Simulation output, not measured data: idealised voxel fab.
Module name: voxel ribs on slabs (process module)
Xsec cut, 140 nm wide, square cell size 5 nm.
We lay out every cross-section as a grid of square cells and spell it out in bands from the top down, where one band means one or more rows of cells. For a band, the entry starts with two heights in nm, that of the top and then that of the bottom, and carries on with the band's materials in order from left to right, each alongside its width in nm; the word "all across" beside a single material means it fills the band edge to edge, and "empty" means empty space. Ref level 0: as-received wafer is one material below here. Bottom band extends down with no lower bound ("0..down"). Think of "30 to 40" as a width that walks from the first number to the second as you go down the band, top row to bottom row, taking equal-sized steps from row to row. Where the words "remains unaltered" appear for a step, the cross-section shows no cell changed by that step; every cell remained as before. Each empty space that has no open way to the top and spans at least 8 cells appears under "Completely sealed voids" as width x height at distance, the distance counted from the left edge, all in nm. Post-settings text on a step line: simulator's own remark regarding the step. "overlay nm" denotes, for a step that has a mask, the displacement of the mask to the right of its planned place, with negative values corresponding to the left.

[Listed below are the process steps as planned]
1: op RECEIVE | material Si
2: op DIRECTIONAL_DEP | material SiO2 | thk nm 20
3: op DIRECTIONAL_DEP | material polySi | thk nm 20
4: op PATTERN | tone cover | mask id RIB | material resist | width nm 30 | thk nm 20 | overlay nm 0
5: op DIRECTIONAL_ETCH | etch materials polySi | depth nm 15
6: op STRIP | etch materials resist
7: op DIRECTIONAL_DEP | material aC | thk nm 15
8: op PATTERN | tone cover | mask id SLAB | material resist | width nm 60 | thk nm 35 | overlay nm 0
9: op DIRECTIONAL_ETCH | etch materials aC | depth nm 15
10: op STRIP | etch materials resist
11: op DIRECTIONAL_ETCH | etch materials polySi | depth nm 5
12: op STRIP | etch materials aC
13: op FILL_DEP | material SiO2 | thk nm 15
14: op CMP | height nm 50
15: op DIRECTIONAL_DEP | material TiN | thk nm 5
16: op MASKED_ETCH | tone cover | mask id HEATER | width nm 40 | etch materials TiN | depth nm 5 | overlay nm 0
17: op CONFORMAL_DEP | material SiO2 | thk nm 5

[First wafer, two in total, run as planned]

[Wafer as received: cross-section following step 1]
    0..down = Si all across
    Completely sealed voids: none

[After step 2, in cross-section]
    20..0 = SiO2 all across
    Beneath the level 0, the cross-section is identical to its previous state.

[After step 3, in cross-section]
    40..20 = polySi all across
    Beneath the level 20, the cross-section is identical to its previous state.

[After step 4, in cross-section]
    60..40 = empty (55); resist (30); empty (55)
    Beneath the level 40, the cross-section is identical to its previous state.

[After step 5, in cross-section]
    60..40 = empty (55); resist (30); empty (55)
    40..25 = empty (55); polySi (30); empty (55)
    Beneath the level 25, the cross-section is identical to its previous state.

[After step 6, in cross-section]
    40..25 = empty (55); polySi (30); empty (55)
    Beneath the level 25, the cross-section is identical to its previous state.

[After step 7, in cross-section]
    55..40 = empty (55); aC (30); empty (55)
    40..25 = aC (55); polySi (30); aC (55)
    Beneath the level 25, the cross-section is identical to its previous state.

[After step 8, in cross-section]
    90..55 = empty (40); resist (60); empty (40)
    55..40 = empty (40); resist (15); aC (30); resist (15); empty (40)
    Beneath the level 40, the cross-section is identical to its previous state.

[After step 9, in cross-section]
    75..55 = empty (40); resist (60); empty (40)
    55..40 = empty (40); resist (15); aC (30); resist (15); empty (40)
    40..25 = empty (40); aC (15); polySi (30); aC (15); empty (40)
    Beneath the level 25, the cross-section is identical to its previous state.

[After step 10, in cross-section]
    55..40 = empty (55); aC (30); empty (55)
    Beneath the level 40, the cross-section is identical to its previous state.

[After step 11, in cross-section]
    55..40 = empty (55); aC (30); empty (55)
    40..25 = empty (40); aC (15); polySi (30); aC (15); empty (40)
    25..20 = empty (40); polySi (60); empty (40)
    Beneath the level 20, the cross-section is identical to its previous state.

[After step 12, in cross-section]
    40..25 = empty (55); polySi (30); empty (55)
    Beneath the level 25, the cross-section is identical to its previous state.

[After step 13, in cross-section]
    55..40 = SiO2 all across
    40..25 = SiO2 (55); polySi (30); SiO2 (55)
    25..20 = SiO2 (40); polySi (60); SiO2 (40)
    Beneath the level 20, the cross-section is identical to its previous state.

[After step 14, in cross-section]
    50..40 = SiO2 all across
    Beneath the level 40, the cross-section is identical to its previous state.

[After step 15, in cross-section]
    55..50 = TiN all across
    Beneath the level 50, the cross-section is identical to its previous state.

[After step 16, in cross-section]
    55..50 = empty (50); TiN (40); empty (50)
    Beneath the level 50, the cross-section is identical to its previous state.

[After step 17, in cross-section]
    60..55 = empty (45); SiO2 (50); empty (45)
    55..50 = SiO2 (50); TiN (40); SiO2 (50)
    Beneath the level 50, the cross-section is identical to its previous state.

[What follows concerns the second wafer, which started out like the first and was meant to follow the very same plan; one mistake crept in when it was run, but everything up to and including step 13 is the same as for the first wafer]

[Second wafer cross-section, taken as of the time the plan sets for step 14 to be done]
    40..25 = SiO2 (55); polySi (30); SiO2 (55)
    Beneath the level 25, the cross-section is identical to its previous state.

[Second wafer cross-section, taken as of the time the plan sets for step 15 to be done]
    45..40 = TiN all across
    Beneath the level 40, the cross-section is identical to its previous state.

[Second wafer cross-section, taken as of the time the plan sets for step 16 to be done]
    45..40 = empty (50); TiN (40); empty (50)
    Beneath the level 40, the cross-section is identical to its previous state.

[Second wafer cross-section, taken as of the time the plan sets for step 17 to be done]
    50..45 = empty (45); SiO2 (50); empty (45)
    45..40 = SiO2 (50); TiN (40); SiO2 (50)
    Beneath the level 40, the cross-section is identical to its previous state.
So what did we get wrong on this run? in deviation from the planned setting, step 14 was conducted as op CMP | height nm 40
The closing comparison, in cells, has the second wafer with more or fewer of some materials than the first: -56 SiO2
